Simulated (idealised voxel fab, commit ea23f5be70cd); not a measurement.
The name of this process module is voxel spacer lines.
This is section cut - it's 300 nm across, gridded in 5 nm square cells.
Cross-sections here: square-cell grids, written as top-down lists of bands, a band being one or more rows of cells.
Heads up on the band format: heights come first, top then bottom, in nm. After that it's the materials left to right, each with its width in nm. A single material flagged "edge to edge" fills the whole band edge to edge, and "blank" means there's empty space there.
Height is counted from the level 0, under which the received wafer is composed throughout of one material. The lowest of the bands is not closed at the bottom but continues downward, in the notation "0..down".
Top row gets the first number, bottom row gets the second, and each row in between changes by the same step: that is how a band width like "30..40" works.
"remained unchanged" for a step: no cell of the cross-section changed in that step.
"Fully closed voids" specifies each empty space that is not open to the top and that occupies no fewer than 8 cells, using the form width x height at distance, the distance measured from the left edge and all three quantities in nm.
Where a step's line continues beyond its settings, the continuation is a remark by the simulator itself on that step.
overlay nm: on a step with a mask, how far right of its planned place the mask lay; negative means left.
The process steps that were planned are listed below:
- 1: RECEIVE, material Si
- 2: CONFORMAL_DEP, material Al2O3, thk nm 10
- 3: DIRECTIONAL_DEP, material W, thk nm 15
- 4: DIRECTIONAL_DEP, material polySi, thk nm 25
- 5: PATTERN, tone cover, mask id MANDREL, material resist, width nm 15, pitch nm 50, thk nm 30, overlay nm 0
- 6: DIRECTIONAL_ETCH, etch materials polySi, depth nm 25
- 7: STRIP, etch materials resist
- 8: CONFORMAL_DEP, material SiO2, thk nm 10
- 9: DIRECTIONAL_ETCH, etch materials SiO2, depth nm 10
- 10: STRIP, etch materials polySi
- 11: DIRECTIONAL_ETCH, etch materials W, depth nm 15
- 12: STRIP, etch materials SiO2
- 13: FILL_DEP, material SiO2, thk nm 5
- 14: CMP, height nm 25
As-received state of the wafer in cross-section, equivalent to post-step 1:
    0..down = Si edge to edge
    Fully closed voids: none
Cross-section, end of module. Start: as above. Plan: as above. Execution: one mistake:
    25..20 = SiO2 edge to edge
    20..5 = SiO2 (105) | W (10) | SiO2 (15) | W (10) | SiO2 (15) | W (10) | SiO2 (15) | W (10) | SiO2 (110)
    5..0 = Al2O3 edge to edge
    0..down = Si edge to edge
    Fully closed voids: none
What was done differently from what was planned? planned and actual differ for step 2; actual: CONFORMAL_DEP, material Al2O3, thk nm 5
